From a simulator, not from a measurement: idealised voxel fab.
Herein follows the process module entitled voxel local oxidation.
Shown is cross-section cut, with a width of 245 nm and square cells of size 5 nm.
Square cells in a grid make up a cross-section in this document, and the grid is given as bands, listed from the top down, each one or more rows of cells. Heights first: top, then bottom, in nm. Then materials, left to right, each with a width in nm. "everywhere" on a single material: fills the band edge to edge. "air": empty space. All heights in this document are referenced to 0, defined as the level beneath which the wafer, as received, consists entirely of one material. The lowest band is not bounded below; it extends indefinitely downward and is written in the form "z 0 and below". A width given as "30..40" starts at the first number in the band's top row and ends at the second number in its bottom row, shifting by an equal amount at every step from row to row. A step reported as "stayed the same" is a step in which no cell of the cross-section changed. Voids not open to the top, 8 cells minimum: see "Voids, sealed". Written width x height at distance; distance is from the left edge; nm. Step line, after settings: the simulator's comment on this step. The optional step-line setting "overlay nm" applies to steps with a mask and quantifies how far to the right of its planned location the mask lay, a negative value indicating leftward placement.
[The planned process steps are enumerated hereunder]
- 1: RECEIVE, material Si
- 2: OXIDIZE, depth nm 5
- 3: CONFORMAL_DEP, material SiN, thk nm 15
- 4: MASKED_ETCH, tone cover, mask id ACTIVE, width nm 125, etch materials SiN, depth nm 15, overlay nm -15
- 5: SELECTIVE_ETCH, etch materials SiO2, depth nm 5
- 6: OXIDIZE, depth nm 10
- 7: STRIP, etch materials SiN
For this document, wafers share an identical start and vary in the step 4 overlay nm; the plan quotes the first wafer's value.
[As-received state after step 1, first of several wafers, cross-section]
  z 0 and below | Si everywhere
  Voids, sealed: none
[Basically each wafer gets a line in the table, showing it at the end of the module: material by material, the cells it gained (+) or lost (-) since we got it, then its closed voids]
overlay nm -15; -109 Si; +83 SiO2; Voids, sealed: none
overlay nm -10; -109 Si; +83 SiO2; Voids, sealed: none
overlay nm -5; -109 Si; +83 SiO2; Voids, sealed: none
overlay nm 0; -109 Si; +83 SiO2; Voids, sealed: none
overlay nm 5; -109 Si; +83 SiO2; Voids, sealed: none
overlay nm 10; -109 Si; +83 SiO2; Voids, sealed: none
overlay nm 15; -109 Si; +83 SiO2; Voids, sealed: none
